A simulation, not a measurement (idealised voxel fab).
The document below concerns the process module designated voxel released beams.
We display cut, a cross-section 255 nm in width whose square cells are each 5 nm.
Format of a cross-section: grid, square cells. Given as bands. Order: top down. Band: one or more rows of cells. Quick guide to a band line: top height, bottom height (nm) up front; then every material left to right with its width in nm. Only one material and it's marked "all across"? Then it fills the band edge to edge. And "air" just means empty space. Ref level 0: as-received wafer is one material below here. Bottom band extends down with no lower bound ("top 0, no bottom"). It should be noted that a width expressed as "30..40" varies in equal increments from row to row of cells within the band, taking the value of the first number at the top row and that of the second number at the bottom row. When a step is marked "nothing altered", none of the cells in the cross-section changed during that step. The entry "Voids, sealed" lists the empty spaces that cover at least 8 cells and have no open path to the top. Each is written as width x height at distance, where the distance is measured from the left edge and all three values are in nm. Text after the settings on a step's line: the simulator's own remark on that step. overlay nm: how far to the right of its planned place the mask lay on this masked step (negative: to the left).

# Planned process steps
1,RECEIVE,material Si
2,CONFORMAL_DEP,material Al2O3,thk nm 5
3,DIRECTIONAL_DEP,material SiO2,thk nm 20
4,PATTERN,tone open,mask id ANCHOR,material resist,width nm 25,thk nm 20,overlay nm 0
5,DIRECTIONAL_ETCH,etch materials SiO2,depth nm 20
6,STRIP,etch materials resist
7,CONFORMAL_DEP,material SiN,thk nm 15
8,MASKED_ETCH,tone cover,mask id BEAM,width nm 120,etch materials SiN,depth nm 15,overlay nm 0
9,STRIP,etch materials SiO2
Be aware that, although all wafers share a common starting state, the width nm at step 4 differs among them, and the plan displays the first wafer's value.

# Cross-section, first of several wafers, as delivered after step 1
	top 0, no bottom = Si all across
	Voids, sealed: none

# Note: the following table is arranged by wafer, a row apiece. Each row reports the end-of-module state: per material, cells gained (+) or cells lost (-) compared with the wafer as received; closed voids follow
width nm 25; +51 Al2O3; +92 SiN; Voids, sealed: none
width nm 30; +51 Al2O3; +96 SiN; Voids, sealed: none
width nm 35; +51 Al2O3; +96 SiN; Voids, sealed: none
width nm 40; +51 Al2O3; +96 SiN; Voids, sealed: none
width nm 45; +51 Al2O3; +96 SiN; Voids, sealed: none
width nm 50; +51 Al2O3; +96 SiN; Voids, sealed: none
